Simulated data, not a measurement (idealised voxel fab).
process module | voxel air gaps
cross-section cut | 245 nm wide | cells 5 nm
A cross-section is a grid of square cells, given in bands from the top down. A band is one or more rows of cells.
Each band's line starts with the height of the band's top and of its bottom, in nm. Then come its materials from left to right, each with its width in nm. One material with "throughout" fills the band from edge to edge. "air" is empty space.
Height 0 is the level under which the wafer as received is all one material. The lowest band goes on downwards, as in "0 down".
A width such as "30 to 40" changes by the same amount from each row of cells to the next, from the band's top row to its bottom row.
"no change" after a step means that no cell of the cross-section changed.
closed voids: empty space of 8 cells or more with no open way to the top, each as width x height at its distance from the left edge, in nm
after a step's settings: what the simulator itself notes on the step
overlay nm, on a step with a mask: how far to the right of its planned place the mask lay; to the left if negative
plan
1 op RECEIVE | material Si
2 op CONFORMAL_DEP | material SiO2 | thk nm 10
3 op CONFORMAL_DEP | material SiCN | thk nm 5
4 op DIRECTIONAL_DEP | material SiO2 | thk nm 40
5 op MASKED_ETCH | tone open | mask id LINES | width nm 15 | pitch nm 50 | etch materials SiO2 | depth nm 40 | overlay nm 0
6 op CONFORMAL_DEP | material TiN | thk nm 5
7 op FILL_DEP | material W | thk nm 5
8 op CMP | height nm 55
9 op EPI | material Ru | thk nm 10
10 op SELECTIVE_ETCH | etch materials SiO2 | depth nm 50
11 op CONFORMAL_DEP | material SiCN | thk nm 5
varied across the wafers: width nm of step 5. The plan shows the first wafer's value. All wafers start alike
first wafer as received, after step 1
  0 down: Si throughout
  closed voids: none
first wafer at the end, after step 11
  70 to 65: air 50 | SiCN 45 | air 5 | SiCN 45 | air 5 | SiCN 45 | air 50
  65 to 55: air 50 | SiCN 5 | Ru 35 | SiCN 5 | air 5 | SiCN 5 | Ru 35 | SiCN 5 | air 5 | SiCN 5 | Ru 35 | SiCN 5 | air 50
  55 to 50: air 50 | SiCN 15 | TiN 5 | W 5 | TiN 5 | SiCN 15 | air 5 | SiCN 15 | TiN 5 | W 5 | TiN 5 | SiCN 15 | air 5 | SiCN 15 | TiN 5 | W 5 | TiN 5 | SiCN 15 | air 50
  50 to 20: air 60 | SiCN 5 | TiN 5 | W 5 | TiN 5 | SiCN 5 | air 25 | SiCN 5 | TiN 5 | W 5 | TiN 5 | SiCN 5 | air 25 | SiCN 5 | TiN 5 | W 5 | TiN 5 | SiCN 5 | air 60
  20 to 15: SiCN 65 | TiN 15 | SiCN 35 | TiN 15 | SiCN 35 | TiN 15 | SiCN 65
  15 to 10: SiCN throughout
  10 to 0: SiO2 throughout
  0 down: Si throughout
  closed voids: none
last wafer at the end
  70 to 65: air 40 | SiCN 165 | air 40
  65 to 55: air 40 | SiCN 5 | Ru 155 | SiCN 5 | air 40
  55 to 50: air 40 | SiCN 15 | TiN 5 | W 25 | TiN 5 | SiO2 15 | TiN 5 | W 25 | TiN 5 | SiO2 15 | TiN 5 | W 25 | TiN 5 | SiCN 15 | air 40
  50 to 20: air 50 | SiCN 5 | TiN 5 | W 25 | TiN 5 | SiO2 15 | TiN 5 | W 25 | TiN 5 | SiO2 15 | TiN 5 | W 25 | TiN 5 | SiCN 5 | air 50
  20 to 15: SiCN 55 | TiN 35 | SiO2 15 | TiN 35 | SiO2 15 | TiN 35 | SiCN 55
  15 to 10: SiCN throughout
  10 to 0: SiO2 throughout
  0 down: Si throughout
  closed voids: none
each wafer at the end: cells of each material gained (+) or lost (-) since it was received, then its closed voids
width nm 15 | +42 Ru | +182 SiCN | +98 SiO2 | +51 TiN | +21 W | closed voids: none
width nm 20 | +48 Ru | +182 SiCN | +98 SiO2 | +54 TiN | +42 W | closed voids: 20 x 30 at 90; 20 x 30 at 140
width nm 25 | +54 Ru | +174 SiCN | +98 SiO2 | +57 TiN | +63 W | closed voids: 15 x 30 at 90; 15 x 30 at 140
width nm 30 | +60 Ru | +126 SiCN | +162 SiO2 | +60 TiN | +84 W | closed voids: none
width nm 35 | +62 Ru | +126 SiCN | +146 SiO2 | +63 TiN | +105 W | closed voids: none
